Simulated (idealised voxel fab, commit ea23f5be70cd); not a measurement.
Proc. module: voxel transistor to metal
Shown is cross-section cut, with a width of 295 nm and square cells of size 5 nm.
In this document a cross-section is written as a grid of square cells. It is given as a series of bands, listed from the top down, and a band is one or more rows of cells. The band entry comprises the height of the band's top followed by the height of its bottom, expressed in nm, and subsequently the band's materials from left to right, each stated together with its width in nm. Where a single material is marked with the word "all across", that material fills the band from edge to edge. The word "blank" represents empty space. Height 0 is the level under which the wafer as received is all one material. The lowest band goes on downwards, as in "0..down". A width such as "30 to 40" changes by the same amount from each row of cells to the next, from the band's top row to its bottom row. "stayed the same" after a step means that no cell of the cross-section changed. "Closed-off voids": sealed empty spaces, 8 cells or more, no open way to top, listed width x height at distance, with distance from the left edge and width, height and distance in nm. It should be noted that, on the line of a given step, the content following the step's settings is a remark produced by the simulator itself with respect to that step. You can add "overlay nm" to a step's line. For a step with a mask, it describes how far the mask lay to the right of its planned position, and a negative number describes a lay to the left.
-- Listed below are the process steps as planned
1: RECEIVE [material Si]
2: CONFORMAL_DEP [material SiO2] [thk nm 5]
3: CONFORMAL_DEP [material SiN] [thk nm 15]
4: PATTERN [tone cover] [mask id ACTIVE] [material resist] [width nm 105] [pitch nm 130] [thk nm 20] [overlay nm -15]
5: DIRECTIONAL_ETCH [etch materials SiN] [depth nm 15]
6: DIRECTIONAL_ETCH [etch materials SiO2] [depth nm 5]
7: DIRECTIONAL_ETCH [etch materials Si] [depth nm 30]
8: STRIP [etch materials resist]
9: OXIDIZE [depth nm 5]
10: FILL_DEP [material SiO2] [thk nm 15]
11: CMP [height nm 20]
12: SELECTIVE_ETCH [etch materials SiO2] [depth nm 15]
13: STRIP [etch materials SiN]
14: SELECTIVE_ETCH [etch materials SiO2] [depth nm 5]
15: OXIDIZE [depth nm 5]
16: DIRECTIONAL_DEP [material polySi] [thk nm 25]
17: DIRECTIONAL_DEP [material SiCN] [thk nm 15]
18: DIRECTIONAL_DEP [material aC] [thk nm 10]
19: PATTERN [tone cover] [mask id GATE] [material resist] [width nm 25] [pitch nm 130] [thk nm 25] [overlay nm 0]
20: DIRECTIONAL_ETCH [etch materials aC] [depth nm 10]
21: STRIP [etch materials resist]
22: DIRECTIONAL_ETCH [etch materials SiCN] [depth nm 25]
23: DIRECTIONAL_ETCH [etch materials polySi] [depth nm 35]
24: STRIP [etch materials aC]
25: CONFORMAL_DEP [material SiN] [thk nm 5]
26: DIRECTIONAL_ETCH [etch materials SiN] [depth nm 5]
27: DIRECTIONAL_ETCH [etch materials SiO2] [depth nm 5]
28: DIRECTIONAL_ETCH [etch materials Si] [depth nm 10]
29: EPI [material nSi] [thk nm 15]
30: FILL_DEP [material SiO2] [thk nm 5]
31: CMP [height nm 40]
32: DIRECTIONAL_DEP [material SiO2] [thk nm 10]
33: PATTERN [tone open] [mask id CONTACT] [material resist] [width nm 30] [pitch nm 65] [thk nm 15] [overlay nm 0]
34: DIRECTIONAL_ETCH [etch materials SiO2] [depth nm 50]
35: STRIP [etch materials resist]
36: CONFORMAL_DEP [material TiN] [thk nm 5]
37: FILL_DEP [material W] [thk nm 5]
38: CMP [height nm 50]
39: DIRECTIONAL_DEP [material TiN] [thk nm 5]
40: DIRECTIONAL_DEP [material Ru] [thk nm 15]
41: MASKED_ETCH [tone cover] [mask id METAL_1] [width nm 15] [etch materials Ru] [depth nm 15] [overlay nm 0]
42: MASKED_ETCH [tone cover] [mask id METAL_1] [width nm 15] [etch materials TiN] [depth nm 5] [overlay nm 0]
43: CONFORMAL_DEP [material SiN] [thk nm 5]
44: FILL_DEP [material SiO2] [thk nm 5]
45: CMP [height nm 70]
46: CONFORMAL_DEP [material SiCN] [thk nm 5]
47: DIRECTIONAL_DEP [material SiO2] [thk nm 25]
48: DIRECTIONAL_DEP [material aC] [thk nm 10]
49: PATTERN [tone open] [mask id METAL_2] [material resist] [width nm 15] [pitch nm 130] [thk nm 30] [overlay nm 0]
50: DIRECTIONAL_ETCH [etch materials aC] [depth nm 10]
51: STRIP [etch materials resist]
52: DIRECTIONAL_ETCH [etch materials SiO2] [depth nm 15]
53: STRIP [etch materials aC]
54: MASKED_ETCH [tone open] [mask id METAL_2_HOLES] [width nm 15] [pitch nm 130] [etch materials SiO2] [depth nm 10] [overlay nm 0]
55: MASKED_ETCH [tone open] [mask id METAL_2_HOLES] [width nm 15] [pitch nm 130] [etch materials SiCN] [depth nm 5] [overlay nm 0]
56: CONFORMAL_DEP [material TiN] [thk nm 5]
57: FILL_DEP [material Ru] [thk nm 10]
58: CMP [height nm 100]
59: CONFORMAL_DEP [material SiN] [thk nm 5]
Keep in mind the plan's value for the overlay nm of step 4 comes from the first wafer; the wafers don't share that setting, but they do share the same starting point.
-- First of several wafers, received after step 1, in cross-section
	0..down | Si all across
	Closed-off voids: none
-- First of several wafers: cross-section at the end of the module, after step 59, its last step
	105..100 | SiN all across
	100..75 | SiO2 (35) / TiN (5) / Ru (5) / TiN (5) / SiO2 (115) / TiN (5) / Ru (5) / TiN (5) / SiO2 (115)
	75..70 | SiCN (35) / TiN (15) / SiCN (115) / TiN (15) / SiCN (115)
	70..55 | SiO2 (30) / SiN (5) / Ru (15) / SiN (5) / SiO2 (55) / SiN (5) / Ru (15) / SiN (5) / SiO2 (25) / SiN (5) / Ru (15) / SiN (5) / SiO2 (55) / SiN (5) / Ru (15) / SiN (5) / SiO2 (30)
	55..50 | SiN (35) / TiN (15) / SiN (65) / TiN (15) / SiN (35) / TiN (15) / SiN (65) / TiN (15) / SiN (35)
	50..40 | SiO2 (35) / TiN (5) / W (20) / TiN (5) / SiO2 (35) / TiN (5) / W (20) / TiN (5) / SiO2 (35) / TiN (5) / W (20) / TiN (5) / SiO2 (35) / TiN (5) / W (20) / TiN (5) / SiO2 (35)
	40..25 | SiO2 (35) / TiN (5) / W (20) / TiN (5) / SiN (5) / SiCN (25) / SiN (5) / TiN (5) / W (20) / TiN (5) / SiO2 (35) / TiN (5) / W (20) / TiN (5) / SiN (5) / SiCN (25) / SiN (5) / TiN (5) / W (20) / TiN (5) / SiO2 (35)
	25..15 | SiO2 (35) / TiN (5) / W (20) / TiN (5) / SiN (5) / polySi (25) / SiN (5) / TiN (5) / W (20) / TiN (5) / SiO2 (35) / TiN (5) / W (20) / TiN (5) / SiN (5) / polySi (25) / SiN (5) / TiN (5) / W (20) / TiN (5) / SiO2 (35)
	15..10 | SiO2 (35) / TiN (5) / W (5) / TiN (20) / SiN (5) / polySi (25) / SiN (5) / TiN (20) / W (5) / TiN (5) / SiO2 (35) / TiN (5) / W (5) / TiN (20) / SiN (5) / polySi (25) / SiN (5) / TiN (20) / W (5) / TiN (5) / SiO2 (35)
	10..5 | SiO2 (35) / TiN (5) / W (5) / TiN (5) / nSi (15) / SiN (5) / polySi (25) / SiN (5) / nSi (15) / TiN (5) / W (5) / TiN (5) / SiO2 (35) / TiN (5) / W (5) / TiN (5) / nSi (15) / SiN (5) / polySi (25) / SiN (5) / nSi (15) / TiN (5) / W (5) / TiN (5) / SiO2 (35)
	5..0 | SiO2 (35) / TiN (15) / nSi (15) / SiN (5) / polySi (25) / SiN (5) / nSi (15) / TiN (15) / SiO2 (35) / TiN (15) / nSi (15) / SiN (5) / polySi (25) / SiN (5) / nSi (15) / TiN (15) / SiO2 (35)
	0..-5 | SiO2 (15) / nSi (50) / SiO2 (35) / nSi (20) / SiO2 (25) / nSi (50) / SiO2 (35) / nSi (20) / SiO2 (45)
	-5..-15 | SiO2 (20) / nSi (45) / Si (35) / nSi (15) / SiO2 (35) / nSi (45) / Si (35) / nSi (15) / SiO2 (50)
	-15..-35 | SiO2 (20) / Si (95) / SiO2 (35) / Si (95) / SiO2 (50)
	-35..down | Si all across
	Closed-off voids: none
-- Final wafer cross-section at module end
	105..100 | SiN all across
	100..75 | SiO2 (35) / TiN (5) / Ru (5) / TiN (5) / SiO2 (115) / TiN (5) / Ru (5) / TiN (5) / SiO2 (115)
	75..70 | SiCN (35) / TiN (15) / SiCN (115) / TiN (15) / SiCN (115)
	70..55 | SiO2 (30) / SiN (5) / Ru (15) / SiN (5) / SiO2 (55) / SiN (5) / Ru (15) / SiN (5) / SiO2 (25) / SiN (5) / Ru (15) / SiN (5) / SiO2 (55) / SiN (5) / Ru (15) / SiN (5) / SiO2 (30)
	55..50 | SiN (35) / TiN (15) / SiN (65) / TiN (15) / SiN (35) / TiN (15) / SiN (65) / TiN (15) / SiN (35)
	50..40 | SiO2 (35) / TiN (5) / W (20) / TiN (5) / SiO2 (35) / TiN (5) / W (20) / TiN (5) / SiO2 (35) / TiN (5) / W (20) / TiN (5) / SiO2 (35) / TiN (5) / W (20) / TiN (5) / SiO2 (35)
	40..25 | SiO2 (35) / TiN (5) / W (20) / TiN (5) / SiN (5) / SiCN (25) / SiN (5) / TiN (5) / W (20) / TiN (5) / SiO2 (35) / TiN (5) / W (20) / TiN (5) / SiN (5) / SiCN (25) / SiN (5) / TiN (5) / W (20) / TiN (5) / SiO2 (35)
	25..15 | SiO2 (35) / TiN (5) / W (20) / TiN (5) / SiN (5) / polySi (25) / SiN (5) / TiN (5) / W (20) / TiN (5) / SiO2 (35) / TiN (5) / W (20) / TiN (5) / SiN (5) / polySi (25) / SiN (5) / TiN (5) / W (20) / TiN (5) / SiO2 (35)
	15..10 | SiO2 (35) / TiN (5) / W (5) / TiN (20) / SiN (5) / polySi (25) / SiN (5) / TiN (20) / W (5) / TiN (5) / SiO2 (35) / TiN (5) / W (5) / TiN (20) / SiN (5) / polySi (25) / SiN (5) / TiN (20) / W (5) / TiN (5) / SiO2 (35)
	10..5 | SiO2 (35) / TiN (5) / W (5) / TiN (5) / nSi (15) / SiN (5) / polySi (25) / SiN (5) / nSi (15) / TiN (5) / W (5) / TiN (5) / SiO2 (35) / TiN (5) / W (5) / TiN (5) / nSi (15) / SiN (5) / polySi (25) / SiN (5) / nSi (15) / TiN (5) / W (5) / TiN (5) / SiO2 (35)
	5..0 | SiO2 (35) / TiN (15) / nSi (15) / SiN (5) / polySi (25) / SiN (5) / nSi (15) / TiN (15) / SiO2 (35) / TiN (15) / nSi (15) / SiN (5) / polySi (25) / SiN (5) / nSi (15) / TiN (15) / SiO2 (35)
	0..-5 | SiO2 (45) / nSi (20) / SiO2 (35) / nSi (50) / SiO2 (25) / nSi (20) / SiO2 (35) / nSi (50) / SiO2 (15)
	-5..-15 | SiO2 (50) / nSi (15) / Si (35) / nSi (45) / SiO2 (35) / nSi (15) / Si (35) / nSi (45) / SiO2 (20)
	-15..-35 | SiO2 (50) / Si (95) / SiO2 (35) / Si (95) / SiO2 (20)
	-35..down | Si all across
	Closed-off voids: none
-- Row per wafer, end-of-module: cell gain (+)/loss (-) by material since the wafer came in, then closed voids
overlay nm -15; +46 Ru; -233 Si; +83 SiCN; +162 SiN; +777 SiO2; +134 TiN; +120 W; +100 nSi; +50 polySi; Closed-off voids: none
overlay nm -10; +46 Ru; -233 Si; +83 SiCN; +162 SiN; +777 SiO2; +134 TiN; +120 W; +100 nSi; +50 polySi; Closed-off voids: none
overlay nm -5; +46 Ru; -233 Si; +83 SiCN; +162 SiN; +777 SiO2; +134 TiN; +120 W; +100 nSi; +50 polySi; Closed-off voids: none
overlay nm 0; +46 Ru; -233 Si; +83 SiCN; +162 SiN; +777 SiO2; +134 TiN; +120 W; +100 nSi; +50 polySi; Closed-off voids: none
overlay nm 5; +46 Ru; -233 Si; +83 SiCN; +162 SiN; +777 SiO2; +134 TiN; +120 W; +100 nSi; +50 polySi; Closed-off voids: none
overlay nm 10; +46 Ru; -233 Si; +83 SiCN; +162 SiN; +777 SiO2; +134 TiN; +120 W; +100 nSi; +50 polySi; Closed-off voids: none
overlay nm 15; +46 Ru; -233 Si; +83 SiCN; +162 SiN; +777 SiO2; +134 TiN; +120 W; +100 nSi; +50 polySi; Closed-off voids: none
